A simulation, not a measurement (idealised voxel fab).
Name of the process module below: voxel gate over fins
This is section cut - it's 275 nm across, gridded in 5 nm square cells.
Cross-sections here: square-cell grids, written as top-down lists of bands, a band being one or more rows of cells.
Heads up on the band format: heights come first, top then bottom, in nm. After that it's the materials left to right, each with its width in nm. A single material flagged "full width" fills the whole band edge to edge, and "empty" means there's empty space there.
Heights are expressed relative to 0, this being the level below which the as-received wafer comprises one material exclusively. The lowest band is unbounded in the downward direction and is denoted as in "0 down".
Top row gets the first number, bottom row gets the second, and each row in between changes by the same step: that is how a band width like "30->40" works.
Basically "no modification" means that step didn't change any cell in the cross-section.
Closed-off voids of 8+ cells (no open route to the top) go in "Fully sealed voids", written width x height at distance from the left edge, in nm.
Post-settings text on a step line: simulator's own remark regarding the step.
overlay nm, on a step with a mask: how far to the right of its planned place the mask lay; to the left if negative

Process steps (planned)
- 1: op RECEIVE | material Si
- 2: op CONFORMAL_DEP | material SiN | thk nm 10
- 3: op DIRECTIONAL_DEP | material aC | thk nm 10
- 4: op PATTERN | tone cover | mask id FINS | material resist | width nm 15 | pitch nm 55 | thk nm 25 | overlay nm 0
- 5: op DIRECTIONAL_ETCH | etch materials aC | depth nm 10
- 6: op STRIP | etch materials resist
- 7: op DIRECTIONAL_ETCH | etch materials SiN | depth nm 10
- 8: op DIRECTIONAL_ETCH | etch materials Si | depth nm 40
- 9: op STRIP | etch materials aC
- 10: op OXIDIZE | depth nm 5
- 11: op FILL_DEP | material SiO2 | thk nm 5
- 12: op CMP | height nm 10
- 13: op PATTERN | tone open | mask id RAIL | material resist | width nm 15 | thk nm 15 | overlay nm 0
- 14: op DIRECTIONAL_ETCH | etch materials SiO2 | depth nm 45
- 15: op STRIP | etch materials resist
- 16: op CONFORMAL_DEP | material TiN | thk nm 5
- 17: op FILL_DEP | material W | thk nm 10
- 18: op CMP | height nm 10
- 19: op SELECTIVE_ETCH | etch materials W Ru TiN | depth nm 30
- 20: op FILL_DEP | material SiO2 | thk nm 5
- 21: op CMP | height nm 10
- 22: op SELECTIVE_ETCH | etch materials SiO2 | depth nm 25
- 23: op STRIP | etch materials SiN
- 24: op CONFORMAL_DEP | material HfO2 | thk nm 5
- 25: op CONFORMAL_DEP | material TiN | thk nm 5
- 26: op CONFORMAL_DEP | material TiAl | thk nm 5
- 27: op CONFORMAL_DEP | material TiN | thk nm 5
- 28: op FILL_DEP | material W | thk nm 10
- 29: op CMP | height nm 25
- 30: op CONFORMAL_DEP | material SiN | thk nm 5

As-received state of the wafer in cross-section, equivalent to post-step 1
  0 down  Si full width
  Fully sealed voids: none

Same starting wafer, same plan as above, one mistake in the execution; this is the cross-section at the end of the module
  30 to 25  SiN full width
  25 to 15  W full width
  15 to 5  W 65 nm; TiN 35 nm; W 20 nm; TiN 35 nm; W 20 nm; TiN 35 nm; W 65 nm
  5 to 0  W 65 nm; TiN 10 nm; HfO2 15 nm; TiN 10 nm; W 20 nm; TiN 10 nm; HfO2 15 nm; TiN 10 nm; W 20 nm; TiN 10 nm; HfO2 15 nm; TiN 10 nm; W 65 nm
  0 to -10  TiN 75 nm; HfO2 5 nm; Si 5 nm; HfO2 5 nm; TiN 40 nm; HfO2 5 nm; Si 5 nm; HfO2 5 nm; TiN 40 nm; HfO2 5 nm; Si 5 nm; HfO2 5 nm; TiN 75 nm
  -10 to -15  HfO2 80 nm; Si 5 nm; HfO2 50 nm; Si 5 nm; HfO2 50 nm; Si 5 nm; HfO2 80 nm
  -15 to -20  SiO2 80 nm; Si 5 nm; SiO2 50 nm; Si 5 nm; SiO2 50 nm; Si 5 nm; SiO2 80 nm
  -20 to -30  SiO2 80 nm; Si 5 nm; SiO2 15 nm; TiN 5 nm; W 5 nm; TiN 5 nm; SiO2 20 nm; Si 5 nm; SiO2 50 nm; Si 5 nm; SiO2 80 nm
  -30 to -35  SiO2 80 nm; Si 5 nm; SiO2 15 nm; TiN 15 nm; SiO2 20 nm; Si 5 nm; SiO2 50 nm; Si 5 nm; SiO2 80 nm
  -35 to -45  SiO2 80 nm; Si 5 nm; SiO2 50 nm; Si 5 nm; SiO2 50 nm; Si 5 nm; SiO2 80 nm
  -45 down  Si full width
  Fully sealed voids: none
What went wrong in running the wafer? step 26 of the plan was omitted and not executed
